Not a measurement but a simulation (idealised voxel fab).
You're looking at the process module voxel capacitor over wiring.
Shown is cross-section cut, with a width of 235 nm and square cells of size 5 nm.
We lay out every cross-section as a grid of square cells and spell it out in bands from the top down, where one band means one or more rows of cells.
A band entry consists of two parts. The first gives the height of the band's top and the height of its bottom, in nm. The rest lists the band's materials from left to right, each with its width in nm. A single material labelled with the word "throughout" fills the band from edge to edge, and the word "air" marks empty space.
Height 0 is the level under which the wafer as received is all one material. The lowest band goes on downwards, as in "from 0 down".
Think of "30..40" as a width that walks from the first number to the second as you go down the band, top row to bottom row, taking equal-sized steps from row to row.
"nothing changed" means the step left every cell of the cross-section as it was.
Closed empty spaces (no open way to the top) of 8 cells or more are what "Sealed void inventory" lists, each as width x height at distance from the left edge, nm for all three.
What comes after the settings on a step's line is commentary from the simulator itself on that step.
The line of a step may include "overlay nm". On a step with a mask, this value is how far to the right of its planned place the mask lay. A negative value means the mask lay to the left.
In what follows, pairs of cross-sections are presented, each taken before and after one process step, with the after cross-section shown only down to the lowest band that was altered; the step, together with its settings, is stated below the pair. The pairs may stem from different runs of this module on the same starting wafer; accordingly, a pair should be taken as continuing from the one above it solely where its entry headed "Before processing step" indicates as much.
Before processing step
	from 70 to 65 | HfO2 throughout
	from 65 to 50 | TiN throughout
	from 50 to 35 | SiO2: 70 / TiN: 5 / W: 5 / TiN: 5 / SiO2: 150
	from 35 to 30 | SiCN: 70 / TiN: 15 / SiCN: 150
	from 30 to 15 | SiO2: 65 / TiN: 5 / Cu: 10 / TiN: 5 / SiO2: 60 / TiN: 5 / Cu: 10 / TiN: 5 / SiO2: 70
	from 15 to 10 | SiCN: 65 / TiN: 20 / SiCN: 60 / TiN: 20 / SiCN: 70
	from 10 to 0 | SiO2 throughout
	from 0 down | Si throughout
	Sealed void inventory: none
Post-Step Geometry
	from 75 to 70 | TiN throughout
	Everything under 70 stays put, no change at all.
	Sealed void inventory: none
Step, pre vs post cross-sections above: DIRECTIONAL_DEP,material TiN,thk nm 5
Before processing step: look at the pair above, its after cross-section is where this step starts.
Post-Step Geometry
	from 95 to 75 | air: 70 / resist: 65 / air: 100
	Everything under 75 stays put, no change at all.
	Sealed void inventory: none
Step, pre vs post cross-sections above: PATTERN,tone cover,mask id UPPER_PLATE,material resist,width nm 65,thk nm 20,overlay nm 0
Before processing step: look at the pair above, its after cross-section is where this step starts.
Post-Step Geometry
	from 95 to 75 | air: 70 / resist: 65 / air: 100
	from 75 to 70 | air: 70 / TiN: 65 / air: 100
	Everything under 70 stays put, no change at all.
	Sealed void inventory: none
Step, pre vs post cross-sections above: DIRECTIONAL_ETCH,etch materials TiN,depth nm 5
Before processing step: look at the pair above, its after cross-section is where this step starts.
Post-Step Geometry
	from 95 to 75 | air: 70 / resist: 65 / air: 100
	from 75 to 70 | air: 70 / TiN: 65 / air: 100
	from 70 to 65 | air: 70 / HfO2: 65 / air: 100
	Everything under 65 stays put, no change at all.
	Sealed void inventory: none
Step, pre vs post cross-sections above: DIRECTIONAL_ETCH,etch materials HfO2,depth nm 5
Before processing step: look at the pair above, its after cross-section is where this step starts.
Post-Step Geometry
	from 75 to 70 | air: 70 / TiN: 65 / air: 100
	Everything under 70 stays put, no change at all.
	Sealed void inventory: none
Step, pre vs post cross-sections above: STRIP,etch materials resist
Before processing step: look at the pair above, its after cross-section is where this step starts.
Post-Step Geometry
	from 95 to 75 | air: 65 / resist: 75 / air: 95
	from 75 to 70 | air: 65 / resist: 5 / TiN: 65 / resist: 5 / air: 95
	from 70 to 65 | air: 65 / resist: 5 / HfO2: 65 / resist: 5 / air: 95
	Everything under 65 stays put, no change at all.
	Sealed void inventory: none
Step, pre vs post cross-sections above: PATTERN,tone cover,mask id LOWER_PLATE,material resist,width nm 75,thk nm 20,overlay nm 0
Before processing step: look at the pair above, its after cross-section is where this step starts.
Post-Step Geometry
	from 95 to 75 | air: 65 / resist: 75 / air: 95
	from 75 to 70 | air: 65 / resist: 5 / TiN: 65 / resist: 5 / air: 95
	from 70 to 65 | air: 65 / resist: 5 / HfO2: 65 / resist: 5 / air: 95
	from 65 to 55 | air: 65 / TiN: 75 / air: 95
	Everything under 55 stays put, no change at all.
	Sealed void inventory: none
Step, pre vs post cross-sections above: DIRECTIONAL_ETCH,etch materials TiN,depth nm 10
Before processing step: look at the pair above, its after cross-section is where this step starts.
Post-Step Geometry
	from 75 to 70 | air: 70 / TiN: 65 / air: 100
	from 70 to 65 | air: 70 / HfO2: 65 / air: 100
	Everything under 65 stays put, no change at all.
	Sealed void inventory: none
Step, pre vs post cross-sections above: STRIP,etch materials resist
Before processing step: look at the pair above, its after cross-section is where this step starts.
Post-Step Geometry
	from 95 to 75 | SiO2 throughout
	from 75 to 70 | SiO2: 70 / TiN: 65 / SiO2: 100
	from 70 to 65 | SiO2: 70 / HfO2: 65 / SiO2: 100
	from 65 to 55 | SiO2: 65 / TiN: 75 / SiO2: 95
	Everything under 55 stays put, no change at all.
	Sealed void inventory: none
Step, pre vs post cross-sections above: FILL_DEP,material SiO2,thk nm 20
Before processing step: look at the pair above, its after cross-section is where this step starts.
Post-Step Geometry
	from 85 to 75 | SiO2 throughout
	Everything under 75 stays put, no change at all.
	Sealed void inventory: none
Step, pre vs post cross-sections above: CMP,height nm 85
Before processing step: look at the pair above, its after cross-section is where this step starts.
Post-Step Geometry
	from 100 to 85 | resist: 80 / air: 15 / resist: 140
	Everything under 85 stays put, no change at all.
	Sealed void inventory: none
Step, pre vs post cross-sections above: PATTERN,tone open,mask id PLUG_2,material resist,width nm 15,thk nm 15,overlay nm 0
Before processing step: look at the pair above, its after cross-section is where this step starts.
Post-Step Geometry
	from 100 to 85 | resist: 80 / air: 15 / resist: 140
	from 85 to 75 | SiO2: 80 / air: 15 / SiO2: 140
	Everything under 75 stays put, no change at all.
	Sealed void inventory: none
Step, pre vs post cross-sections above: DIRECTIONAL_ETCH,etch materials SiO2,depth nm 15
Before processing step: look at the pair above, its after cross-section is where this step starts.
Post-Step Geometry
	from 85 to 75 | SiO2: 80 / air: 15 / SiO2: 140
	Everything under 75 stays put, no change at all.
	Sealed void inventory: none
Step, pre vs post cross-sections above: STRIP,etch materials resist
Before processing step: look at the pair above, its after cross-section is where this step starts.
Post-Step Geometry
	from 90 to 85 | TiN: 85 / air: 5 / TiN: 145
	from 85 to 80 | SiO2: 80 / TiN: 5 / air: 5 / TiN: 5 / SiO2: 140
	from 80 to 70 | SiO2: 80..70 / TiN: 15..65 / SiO2: 140..100
	Everything under 70 stays put, no change at all.
	Sealed void inventory: none
Step, pre vs post cross-sections above: CONFORMAL_DEP,material TiN,thk nm 5
Before processing step: look at the pair above, its after cross-section is where this step starts.
Post-Step Geometry
	from 100 to 90 | W throughout
	from 90 to 85 | TiN: 85 / W: 5 / TiN: 145
	from 85 to 80 | SiO2: 80 / TiN: 5 / W: 5 / TiN: 5 / SiO2: 140
	Everything under 80 stays put, no change at all.
	Sealed void inventory: none
Step, pre vs post cross-sections above: FILL_DEP,material W,thk nm 10
Before processing step: look at the pair above, its after cross-section is where this step starts.
Post-Step Geometry
	from 85 to 80 | SiO2: 80 / TiN: 5 / W: 5 / TiN: 5 / SiO2: 140
	Everything under 80 stays put, no change at all.
	Sealed void inventory: none
Step, pre vs post cross-sections above: CMP,height nm 85
Before processing step: look at the pair above, its after cross-section is where this step starts.
Post-Step Geometry
	from 90 to 85 | SiN throughout
	Everything under 85 stays put, no change at all.
	Sealed void inventory: none
Step, pre vs post cross-sections above: CONFORMAL_DEP,material SiN,thk nm 5
Before processing step
	from 45 to 30 | aC throughout
	from 30 to 15 | SiO2 throughout
	from 15 to 10 | SiCN throughout
	from 10 to 0 | SiO2 throughout
	from 0 down | Si throughout
	Sealed void inventory: none
Post-Step Geometry
	from 80 to 45 | resist: 60 / air: 30 / resist: 50 / air: 30 / resist: 65
	Everything under 45 stays put, no change at all.
	Sealed void inventory: none
Step, pre vs post cross-sections above: PATTERN,tone open,mask id METAL_1,material resist,width nm 30,pitch nm 80,thk nm 35,overlay nm 0
Before processing step: look at the pair above, its after cross-section is where this step starts.
Post-Step Geometry
	from 65 to 45 | resist: 60 / air: 30 / resist: 50 / air: 30 / resist: 65
	from 45 to 30 | aC: 60 / air: 30 / aC: 50 / air: 30 / aC: 65
	Everything under 30 stays put, no change at all.
	Sealed void inventory: none
Step, pre vs post cross-sections above: DIRECTIONAL_ETCH,etch materials aC,depth nm 15
Before processing step: look at the pair above, its after cross-section is where this step starts.
Post-Step Geometry
	from 45 to 30 | aC: 60 / air: 30 / aC: 50 / air: 30 / aC: 65
	Everything under 30 stays put, no change at all.
	Sealed void inventory: none
Step, pre vs post cross-sections above: STRIP,etch materials resist
Before processing step: look at the pair above, its after cross-section is where this step starts.
Post-Step Geometry
	from 45 to 30 | aC: 60 / air: 30 / aC: 50 / air: 30 / aC: 65
	from 30 to 15 | SiO2: 60 / air: 30 / SiO2: 50 / air: 30 / SiO2: 65
	Everything under 15 stays put, no change at all.
	Sealed void inventory: none
Step, pre vs post cross-sections above: DIRECTIONAL_ETCH,etch materials SiO2,depth nm 15
Before processing step: look at the pair above, its after cross-section is where this step starts.
Post-Step Geometry
	from 45 to 30 | aC: 60 / air: 30 / aC: 50 / air: 30 / aC: 65
	from 30 to 15 | SiO2: 60 / air: 30 / SiO2: 50 / air: 30 / SiO2: 65
	from 15 to 10 | SiCN: 60 / air: 30 / SiCN: 50 / air: 30 / SiCN: 65
	Everything under 10 stays put, no change at all.
	Sealed void inventory: none
Step, pre vs post cross-sections above: DIRECTIONAL_ETCH,etch materials SiCN,depth nm 5
Before processing step: look at the pair above, its after cross-section is where this step starts.
Post-Step Geometry
	from 30 to 15 | SiO2: 60 / air: 30 / SiO2: 50 / air: 30 / SiO2: 65
	Everything under 15 stays put, no change at all.
	Sealed void inventory: none
Step, pre vs post cross-sections above: STRIP,etch materials aC
Before processing step: look at the pair above, its after cross-section is where this step starts.
Post-Step Geometry
	from 35 to 30 | TiN: 65 / air: 20 / TiN: 60 / air: 20 / TiN: 70
	from 30 to 15 | SiO2: 60 / TiN: 5 / air: 20 / TiN: 5 / SiO2: 50 / TiN: 5 / air: 20 / TiN: 5 / SiO2: 65
	from 15 to 10 | SiCN: 60 / TiN: 30 / SiCN: 50 / TiN: 30 / SiCN: 65
	Everything under 10 stays put, no change at all.
	Sealed void inventory: none
Step, pre vs post cross-sections above: CONFORMAL_DEP,material TiN,thk nm 5
Before processing step: look at the pair above, its after cross-section is where this step starts.
Post-Step Geometry
	from 40 to 35 | Cu throughout
	from 35 to 30 | TiN: 65 / Cu: 20 / TiN: 60 / Cu: 20 / TiN: 70
	from 30 to 15 | SiO2: 60 / TiN: 5 / Cu: 20 / TiN: 5 / SiO2: 50 / TiN: 5 / Cu: 20 / TiN: 5 / SiO2: 65
	Everything under 15 stays put, no change at all.
	Sealed void inventory: none
Step, pre vs post cross-sections above: FILL_DEP,material Cu,thk nm 5
Before processing step: look at the pair above, its after cross-section is where this step starts.
Post-Step Geometry
	from 30 to 15 | SiO2: 60 / TiN: 5 / Cu: 20 / TiN: 5 / SiO2: 50 / TiN: 5 / Cu: 20 / TiN: 5 / SiO2: 65
	Everything under 15 stays put, no change at all.
	Sealed void inventory: none
Step, pre vs post cross-sections above: CMP,height nm 30
Before processing step: look at the pair above, its after cross-section is where this step starts.
Post-Step Geometry
	from 35 to 30 | SiCN throughout
	Everything under 30 stays put, no change at all.
	Sealed void inventory: none
Step, pre vs post cross-sections above: CONFORMAL_DEP,material SiCN,thk nm 5
Before processing step: look at the pair above, its after cross-section is where this step starts.
Post-Step Geometry
	from 50 to 35 | SiO2 throughout
	Everything under 35 stays put, no change at all.
	Sealed void inventory: none
Step, pre vs post cross-sections above: DIRECTIONAL_DEP,material SiO2,thk nm 15
Before processing step: look at the pair above, its after cross-section is where this step starts.
Post-Step Geometry
	from 65 to 50 | resist: 70 / air: 15 / resist: 150
	Everything under 50 stays put, no change at all.
	Sealed void inventory: none
Step, pre vs post cross-sections above: PATTERN,tone open,mask id PLUG_1,material resist,width nm 15,thk nm 15,overlay nm 0
Before processing step: look at the pair above, its after cross-section is where this step starts.
Post-Step Geometry
	from 65 to 50 | resist: 70 / air: 15 / resist: 150
	from 50 to 35 | SiO2: 70 / air: 15 / SiO2: 150
	Everything under 35 stays put, no change at all.
	Sealed void inventory: none
Step, pre vs post cross-sections above: DIRECTIONAL_ETCH,etch materials SiO2,depth nm 15
Before processing step: look at the pair above, its after cross-section is where this step starts.
Post-Step Geometry
	from 65 to 50 | resist: 70 / air: 15 / resist: 150
	from 50 to 35 | SiO2: 70 / air: 15 / SiO2: 150
	from 35 to 30 | SiCN: 70 / air: 15 / SiCN: 150
	Everything under 30 stays put, no change at all.
	Sealed void inventory: none
Step, pre vs post cross-sections above: DIRECTIONAL_ETCH,etch materials SiCN,depth nm 5
Before processing step: look at the pair above, its after cross-section is where this step starts.
Post-Step Geometry
	from 50 to 35 | SiO2: 70 / air: 15 / SiO2: 150
	Everything under 35 stays put, no change at all.
	Sealed void inventory: none
Step, pre vs post cross-sections above: STRIP,etch materials resist
Before processing step: look at the pair above, its after cross-section is where this step starts.
Post-Step Geometry
	from 55 to 50 | TiN: 75 / air: 5 / TiN: 155
	from 50 to 35 | SiO2: 70 / TiN: 5 / air: 5 / TiN: 5 / SiO2: 150
	from 35 to 30 | SiCN: 70 / TiN: 15 / SiCN: 150
	Everything under 30 stays put, no change at all.
	Sealed void inventory: none
Step, pre vs post cross-sections above: CONFORMAL_DEP,material TiN,thk nm 5
Before processing step: look at the pair above, its after cross-section is where this step starts.
Post-Step Geometry
	from 65 to 55 | W throughout
	from 55 to 50 | TiN: 75 / W: 5 / TiN: 155
	from 50 to 35 | SiO2: 70 / TiN: 5 / W: 5 / TiN: 5 / SiO2: 150
	Everything under 35 stays put, no change at all.
	Sealed void inventory: none
Step, pre vs post cross-sections above: FILL_DEP,material W,thk nm 10
Before processing step: look at the pair above, its after cross-section is where this step starts.
Post-Step Geometry
	from 50 to 35 | SiO2: 70 / TiN: 5 / W: 5 / TiN: 5 / SiO2: 150
	Everything under 35 stays put, no change at all.
	Sealed void inventory: none
Step, pre vs post cross-sections above: CMP,height nm 50
Before processing step: look at the pair above, its after cross-section is where this step starts.
Post-Step Geometry
	from 60 to 50 | TiN throughout
	Everything under 50 stays put, no change at all.
	Sealed void inventory: none
Step, pre vs post cross-sections above: DIRECTIONAL_DEP,material TiN,thk nm 10
Before processing step: look at the pair above, its after cross-section is where this step starts.
Post-Step Geometry
	from 65 to 60 | HfO2 throughout
	Everything under 60 stays put, no change at all.
	Sealed void inventory: none
Step, pre vs post cross-sections above: DIRECTIONAL_DEP,material HfO2,thk nm 5
Before processing step: look at the pair above, its after cross-section is where this step starts.
Post-Step Geometry
	from 70 to 65 | TiN throughout
	Everything under 65 stays put, no change at all.
	Sealed void inventory: none
Step, pre vs post cross-sections above: DIRECTIONAL_DEP,material TiN,thk nm 5
Before processing step: look at the pair above, its after cross-section is where this step starts.
Post-Step Geometry
	from 90 to 70 | air: 70 / resist: 65 / air: 100
	Everything under 70 stays put, no change at all.
	Sealed void inventory: none
Step, pre vs post cross-sections above: PATTERN,tone cover,mask id UPPER_PLATE,material resist,width nm 65,thk nm 20,overlay nm 0
Before processing step: look at the pair above, its after cross-section is where this step starts.
Post-Step Geometry
	from 90 to 70 | air: 70 / resist: 65 / air: 100
	from 70 to 65 | air: 70 / TiN: 65 / air: 100
	Everything under 65 stays put, no change at all.
	Sealed void inventory: none
Step, pre vs post cross-sections above: DIRECTIONAL_ETCH,etch materials TiN,depth nm 5
Before processing step: look at the pair above, its after cross-section is where this step starts.
Post-Step Geometry
	from 90 to 70 | air: 70 / resist: 65 / air: 100
	from 70 to 65 | air: 70 / TiN: 65 / air: 100
	from 65 to 60 | air: 70 / HfO2: 65 / air: 100
	Everything under 60 stays put, no change at all.
	Sealed void inventory: none
Step, pre vs post cross-sections above: DIRECTIONAL_ETCH,etch materials HfO2,depth nm 5
Before processing step: look at the pair above, its after cross-section is where this step starts.
Post-Step Geometry
	from 70 to 65 | air: 70 / TiN: 65 / air: 100
	Everything under 65 stays put, no change at all.
	Sealed void inventory: none
Step, pre vs post cross-sections above: STRIP,etch materials resist
Before processing step: look at the pair above, its after cross-section is where this step starts.
Post-Step Geometry
	from 90 to 70 | air: 65 / resist: 75 / air: 95
	from 70 to 65 | air: 65 / resist: 5 / TiN: 65 / resist: 5 / air: 95
	from 65 to 60 | air: 65 / resist: 5 / HfO2: 65 / resist: 5 / air: 95
	Everything under 60 stays put, no change at all.
	Sealed void inventory: none
Step, pre vs post cross-sections above: PATTERN,tone cover,mask id LOWER_PLATE,material resist,width nm 75,thk nm 20,overlay nm 0
Before processing step: look at the pair above, its after cross-section is where this step starts.
Post-Step Geometry
	from 90 to 70 | air: 65 / resist: 75 / air: 95
	from 70 to 65 | air: 65 / resist: 5 / TiN: 65 / resist: 5 / air: 95
	from 65 to 60 | air: 65 / resist: 5 / HfO2: 65 / resist: 5 / air: 95
	from 60 to 50 | air: 65 / TiN: 75 / air: 95
	Everything under 50 stays put, no change at all.
	Sealed void inventory: none
Step, pre vs post cross-sections above: DIRECTIONAL_ETCH,etch materials TiN,depth nm 10
Before processing step: look at the pair above, its after cross-section is where this step starts.
Post-Step Geometry
	from 70 to 65 | air: 70 / TiN: 65 / air: 100
	from 65 to 60 | air: 70 / HfO2: 65 / air: 100
	Everything under 60 stays put, no change at all.
	Sealed void inventory: none
Step, pre vs post cross-sections above: STRIP,etch materials resist
Before processing step: look at the pair above, its after cross-section is where this step starts.
Post-Step Geometry
	from 90 to 70 | SiO2 throughout
	from 70 to 65 | SiO2: 70 / TiN: 65 / SiO2: 100
	from 65 to 60 | SiO2: 70 / HfO2: 65 / SiO2: 100
	from 60 to 50 | SiO2: 65 / TiN: 75 / SiO2: 95
	Everything under 50 stays put, no change at all.
	Sealed void inventory: none
Step, pre vs post cross-sections above: FILL_DEP,material SiO2,thk nm 20
Before processing step: look at the pair above, its after cross-section is where this step starts.
Post-Step Geometry
	from 85 to 70 | SiO2 throughout
	Everything under 70 stays put, no change at all.
	Sealed void inventory: none
Step, pre vs post cross-sections above: CMP,height nm 85
Before processing step: look at the pair above, its after cross-section is where this step starts.
Post-Step Geometry
	from 100 to 85 | resist: 80 / air: 15 / resist: 140
	Everything under 85 stays put, no change at all.
	Sealed void inventory: none
Step, pre vs post cross-sections above: PATTERN,tone open,mask id PLUG_2,material resist,width nm 15,thk nm 15,overlay nm 0
Before processing step: look at the pair above, its after cross-section is where this step starts.
Post-Step Geometry
	from 100 to 85 | resist: 80 / air: 15 / resist: 140
	from 85 to 70 | SiO2: 80 / air: 15 / SiO2: 140
	Everything under 70 stays put, no change at all.
	Sealed void inventory: none
Step, pre vs post cross-sections above: DIRECTIONAL_ETCH,etch materials SiO2,depth nm 15
Before processing step: look at the pair above, its after cross-section is where this step starts.
Post-Step Geometry
	from 85 to 70 | SiO2: 80 / air: 15 / SiO2: 140
	Everything under 70 stays put, no change at all.
	Sealed void inventory: none
Step, pre vs post cross-sections above: STRIP,etch materials resist
Before processing step: look at the pair above, its after cross-section is where this step starts.
Post-Step Geometry
	from 90 to 85 | TiN: 85 / air: 5 / TiN: 145
	from 85 to 75 | SiO2: 80 / TiN: 5 / air: 5 / TiN: 5 / SiO2: 140
	from 75 to 65 | SiO2: 80..70 / TiN: 15..65 / SiO2: 140..100
	Everything under 65 stays put, no change at all.
	Sealed void inventory: none
Step, pre vs post cross-sections above: CONFORMAL_DEP,material TiN,thk nm 5
Before processing step: look at the pair above, its after cross-section is where this step starts.
Post-Step Geometry
	from 100 to 90 | W throughout
	from 90 to 85 | TiN: 85 / W: 5 / TiN: 145
	from 85 to 75 | SiO2: 80 / TiN: 5 / W: 5 / TiN: 5 / SiO2: 140
	Everything under 75 stays put, no change at all.
	Sealed void inventory: none
Step, pre vs post cross-sections above: FILL_DEP,material W,thk nm 10
Before processing step: look at the pair above, its after cross-section is where this step starts.
Post-Step Geometry
	from 85 to 75 | SiO2: 80 / TiN: 5 / W: 5 / TiN: 5 / SiO2: 140
	Everything under 75 stays put, no change at all.
	Sealed void inventory: none
Step, pre vs post cross-sections above: CMP,height nm 85
Before processing step: look at the pair above, its after cross-section is where this step starts.
Post-Step Geometry
	from 90 to 85 | SiN throughout
	Everything under 85 stays put, no change at all.
	Sealed void inventory: none
Step, pre vs post cross-sections above: CONFORMAL_DEP,material SiN,thk nm 5
Before processing step
	from 45 to 30 | aC throughout
	from 30 to 15 | SiO2 throughout
	from 15 to 10 | SiCN throughout
	from 10 to 0 | SiO2 throughout
	from 0 down | Si throughout
	Sealed void inventory: none
Post-Step Geometry
	from 80 to 45 | resist: 75 / air: 20 / resist: 60 / air: 20 / resist: 60
	Everything under 45 stays put, no change at all.
	Sealed void inventory: none
Step, pre vs post cross-sections above: PATTERN,tone open,mask id METAL_1,material resist,width nm 20,pitch nm 80,thk nm 35,overlay nm 10
Before processing step: look at the pair above, its after cross-section is where this step starts.
Post-Step Geometry
	from 65 to 45 | resist: 75 / air: 20 / resist: 60 / air: 20 / resist: 60
	from 45 to 30 | aC: 75 / air: 20 / aC: 60 / air: 20 / aC: 60
	Everything under 30 stays put, no change at all.
	Sealed void inventory: none
Step, pre vs post cross-sections above: DIRECTIONAL_ETCH,etch materials aC,depth nm 15
Before processing step: look at the pair above, its after cross-section is where this step starts.
Post-Step Geometry
	from 45 to 30 | aC: 75 / air: 20 / aC: 60 / air: 20 / aC: 60
	Everything under 30 stays put, no change at all.
	Sealed void inventory: none
Step, pre vs post cross-sections above: STRIP,etch materials resist
Before processing step: look at the pair above, its after cross-section is where this step starts.
Post-Step Geometry
	from 45 to 30 | aC: 75 / air: 20 / aC: 60 / air: 20 / aC: 60
	from 30 to 15 | SiO2: 75 / air: 20 / SiO2: 60 / air: 20 / SiO2: 60
	Everything under 15 stays put, no change at all.
	Sealed void inventory: none
Step, pre vs post cross-sections above: DIRECTIONAL_ETCH,etch materials SiO2,depth nm 15
Before processing step: look at the pair above, its after cross-section is where this step starts.
Post-Step Geometry
	from 45 to 30 | aC: 75 / air: 20 / aC: 60 / air: 20 / aC: 60
	from 30 to 15 | SiO2: 75 / air: 20 / SiO2: 60 / air: 20 / SiO2: 60
	from 15 to 10 | SiCN: 75 / air: 20 / SiCN: 60 / air: 20 / SiCN: 60
	Everything under 10 stays put, no change at all.
	Sealed void inventory: none
Step, pre vs post cross-sections above: DIRECTIONAL_ETCH,etch materials SiCN,depth nm 5
Before processing step: look at the pair above, its after cross-section is where this step starts.
Post-Step Geometry
	from 30 to 15 | SiO2: 75 / air: 20 / SiO2: 60 / air: 20 / SiO2: 60
	Everything under 15 stays put, no change at all.
	Sealed void inventory: none
Step, pre vs post cross-sections above: STRIP,etch materials aC
Before processing step: look at the pair above, its after cross-section is where this step starts.
Post-Step Geometry
	from 35 to 30 | TiN: 80 / air: 10 / TiN: 70 / air: 10 / TiN: 65
	from 30 to 15 | SiO2: 75 / TiN: 5 / air: 10 / TiN: 5 / SiO2: 60 / TiN: 5 / air: 10 / TiN: 5 / SiO2: 60
	from 15 to 10 | SiCN: 75 / TiN: 20 / SiCN: 60 / TiN: 20 / SiCN: 60
	Everything under 10 stays put, no change at all.
	Sealed void inventory: none
Step, pre vs post cross-sections above: CONFORMAL_DEP,material TiN,thk nm 5
Before processing step: look at the pair above, its after cross-section is where this step starts.
Post-Step Geometry
	from 40 to 35 | Cu throughout
	from 35 to 30 | TiN: 80 / Cu: 10 / TiN: 70 / Cu: 10 / TiN: 65
	from 30 to 15 | SiO2: 75 / TiN: 5 / Cu: 10 / TiN: 5 / SiO2: 60 / TiN: 5 / Cu: 10 / TiN: 5 / SiO2: 60
	Everything under 15 stays put, no change at all.
	Sealed void inventory: none
Step, pre vs post cross-sections above: FILL_DEP,material Cu,thk nm 5
Before processing step: look at the pair above, its after cross-section is where this step starts.
Post-Step Geometry
	from 30 to 15 | SiO2: 75 / TiN: 5 / Cu: 10 / TiN: 5 / SiO2: 60 / TiN: 5 / Cu: 10 / TiN: 5 / SiO2: 60
	Everything under 15 stays put, no change at all.
	Sealed void inventory: none
Step, pre vs post cross-sections above: CMP,height nm 30
Before processing step: look at the pair above, its after cross-section is where this step starts.
Post-Step Geometry
	from 35 to 30 | SiCN throughout
	Everything under 30 stays put, no change at all.
	Sealed void inventory: none
Step, pre vs post cross-sections above: CONFORMAL_DEP,material SiCN,thk nm 5
Before processing step: look at the pair above, its after cross-section is where this step starts.
Post-Step Geometry
	from 50 to 35 | SiO2 throughout
	Everything under 35 stays put, no change at all.
	Sealed void inventory: none
Step, pre vs post cross-sections above: DIRECTIONAL_DEP,material SiO2,thk nm 15
Before processing step: look at the pair above, its after cross-section is where this step starts.
Post-Step Geometry
	from 65 to 50 | resist: 70 / air: 15 / resist: 150
	Everything under 50 stays put, no change at all.
	Sealed void inventory: none
Step, pre vs post cross-sections above: PATTERN,tone open,mask id PLUG_1,material resist,width nm 15,thk nm 15,overlay nm 0
Before processing step: look at the pair above, its after cross-section is where this step starts.
Post-Step Geometry
	from 65 to 50 | resist: 70 / air: 15 / resist: 150
	from 50 to 35 | SiO2: 70 / air: 15 / SiO2: 150
	Everything under 35 stays put, no change at all.
	Sealed void inventory: none
Step, pre vs post cross-sections above: DIRECTIONAL_ETCH,etch materials SiO2,depth nm 15
Before processing step: look at the pair above, its after cross-section is where this step starts.
Post-Step Geometry
	from 65 to 50 | resist: 70 / air: 15 / resist: 150
	from 50 to 35 | SiO2: 70 / air: 15 / SiO2: 150
	from 35 to 30 | SiCN: 70 / air: 15 / SiCN: 150
	Everything under 30 stays put, no change at all.
	Sealed void inventory: none
Step, pre vs post cross-sections above: DIRECTIONAL_ETCH,etch materials SiCN,depth nm 5
Before processing step: look at the pair above, its after cross-section is where this step starts.
Post-Step Geometry
	from 50 to 35 | SiO2: 70 / air: 15 / SiO2: 150
	Everything under 35 stays put, no change at all.
	Sealed void inventory: none
Step, pre vs post cross-sections above: STRIP,etch materials resist
Before processing step: look at the pair above, its after cross-section is where this step starts.
Post-Step Geometry
	from 55 to 50 | TiN: 75 / air: 5 / TiN: 155
	from 50 to 35 | SiO2: 70 / TiN: 5 / air: 5 / TiN: 5 / SiO2: 150
	from 35 to 30 | SiCN: 70 / TiN: 15 / SiCN: 150
	Everything under 30 stays put, no change at all.
	Sealed void inventory: none
Step, pre vs post cross-sections above: CONFORMAL_DEP,material TiN,thk nm 5
Before processing step: look at the pair above, its after cross-section is where this step starts.
Post-Step Geometry
	from 65 to 55 | W throughout
	from 55 to 50 | TiN: 75 / W: 5 / TiN: 155
	from 50 to 35 | SiO2: 70 / TiN: 5 / W: 5 / TiN: 5 / SiO2: 150
	Everything under 35 stays put, no change at all.
	Sealed void inventory: none
Step, pre vs post cross-sections above: FILL_DEP,material W,thk nm 10
Before processing step: look at the pair above, its after cross-section is where this step starts.
Post-Step Geometry
	from 50 to 35 | SiO2: 70 / TiN: 5 / W: 5 / TiN: 5 / SiO2: 150
	Everything under 35 stays put, no change at all.
	Sealed void inventory: none
Step, pre vs post cross-sections above: CMP,height nm 50
Before processing step: look at the pair above, its after cross-section is where this step starts.
Post-Step Geometry
	from 60 to 50 | TiN throughout
	Everything under 50 stays put, no change at all.
	Sealed void inventory: none
Step, pre vs post cross-sections above: DIRECTIONAL_DEP,material TiN,thk nm 10
Before processing step: look at the pair above, its after cross-section is where this step starts.
Post-Step Geometry
	from 65 to 60 | HfO2 throughout
	Everything under 60 stays put, no change at all.
	Sealed void inventory: none
Step, pre vs post cross-sections above: DIRECTIONAL_DEP,material HfO2,thk nm 5
Before processing step: look at the pair above, its after cross-section is where this step starts.
Post-Step Geometry
	from 70 to 65 | TiN throughout
	Everything under 65 stays put, no change at all.
	Sealed void inventory: none
Step, pre vs post cross-sections above: DIRECTIONAL_DEP,material TiN,thk nm 5
Before processing step: look at the pair above, its after cross-section is where this step starts.
Post-Step Geometry
	from 90 to 70 | air: 70 / resist: 65 / air: 100
	Everything under 70 stays put, no change at all.
	Sealed void inventory: none
Step, pre vs post cross-sections above: PATTERN,tone cover,mask id UPPER_PLATE,material resist,width nm 65,thk nm 20,overlay nm 0
Before processing step: look at the pair above, its after cross-section is where this step starts.
Post-Step Geometry
	from 90 to 70 | air: 70 / resist: 65 / air: 100
	from 70 to 65 | air: 70 / TiN: 65 / air: 100
	Everything under 65 stays put, no change at all.
	Sealed void inventory: none
Step, pre vs post cross-sections above: DIRECTIONAL_ETCH,etch materials TiN,depth nm 5
Before processing step: look at the pair above, its after cross-section is where this step starts.
Post-Step Geometry
	from 90 to 70 | air: 70 / resist: 65 / air: 100
	from 70 to 65 | air: 70 / TiN: 65 / air: 100
	from 65 to 60 | air: 70 / HfO2: 65 / air: 100
	Everything under 60 stays put, no change at all.
	Sealed void inventory: none
Step, pre vs post cross-sections above: DIRECTIONAL_ETCH,etch materials HfO2,depth nm 5
Before processing step: look at the pair above, its after cross-section is where this step starts.
Post-Step Geometry
	from 70 to 65 | air: 70 / TiN: 65 / air: 100
	Everything under 65 stays put, no change at all.
	Sealed void inventory: none
Step, pre vs post cross-sections above: STRIP,etch materials resist
Before processing step: look at the pair above, its after cross-section is where this step starts.
Post-Step Geometry
	from 90 to 70 | air: 65 / resist: 75 / air: 95
	from 70 to 65 | air: 65 / resist: 5 / TiN: 65 / resist: 5 / air: 95
	from 65 to 60 | air: 65 / resist: 5 / HfO2: 65 / resist: 5 / air: 95
	Everything under 60 stays put, no change at all.
	Sealed void inventory: none
Step, pre vs post cross-sections above: PATTERN,tone cover,mask id LOWER_PLATE,material resist,width nm 75,thk nm 20,overlay nm 0
Before processing step: look at the pair above, its after cross-section is where this step starts.
Post-Step Geometry
	from 90 to 70 | air: 65 / resist: 75 / air: 95
	from 70 to 65 | air: 65 / resist: 5 / TiN: 65 / resist: 5 / air: 95
	from 65 to 60 | air: 65 / resist: 5 / HfO2: 65 / resist: 5 / air: 95
	from 60 to 50 | air: 65 / TiN: 75 / air: 95
	Everything under 50 stays put, no change at all.
	Sealed void inventory: none
Step, pre vs post cross-sections above: DIRECTIONAL_ETCH,etch materials TiN,depth nm 10
